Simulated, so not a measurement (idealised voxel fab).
Process module name: voxel lift off
Square cells of 5 nm make up the cross-section cut, whose width is 150 nm.
Heads up, the way a cross-section reads in here is a grid of square cells, handed over as bands from the top down, with every band being one or more rows of cells.
This entry defines a band. It first specifies the height of the band's top and the height of its bottom in nm, and then specifies the band's materials from left to right, stating each material with its width in nm. The word "full width" identifies a single material that fills the band from edge to edge, while the word "blank" identifies empty space.
Heights from 0 (as-received wafer is one material below). Bottom band endless downward, as "z 0 and below".
When a width is written as two numbers, as in "30->40", the first number is the width in the top row of cells of the band and the second is the width in its bottom row, and the width changes by the same amount from each row to the next.
Basically "stayed the same" means that step didn't change any cell in the cross-section.
So "Entrapped voids" is basically the list of trapped voids: any empty space of 8 cells or more that can't reach the top through an opening. They're written width x height at distance, the distance being from the left edge, and it's all nm.
Where a step's line continues beyond its settings, the continuation is a remark by the simulator itself on that step.
Each step line may optionally specify "overlay nm", which for a step with a mask gives the rightward distance between the mask's planned place and where it lay, a negative value indicating the leftward direction.

### The steps planned for the process are as follows
1 op RECEIVE | material Si
2 op CONFORMAL_DEP | material SiO2 | thk nm 15
3 op PATTERN | tone open | mask id LINES | material resist | width nm 25 | pitch nm 45 | thk nm 20 | overlay nm 0
4 op DIRECTIONAL_DEP | material Ru | thk nm 5
5 op STRIP | etch materials resist
6 op CONFORMAL_DEP | material SiN | thk nm 5

### Incoming wafer, cross-sectional view, post step 1
* z 0 and below: Si full width
* Entrapped voids: none

### Look at the cross-section after the module: the wafer started out the way shown above and the plan was the one shown above, yet one mistake was made along the way
* z 20 to 15: SiN full width
* z 15 to 0: SiO2 full width
* z 0 and below: Si full width
* Entrapped voids: none
Plan not followed: step 4 of the plan was jumped over and never run
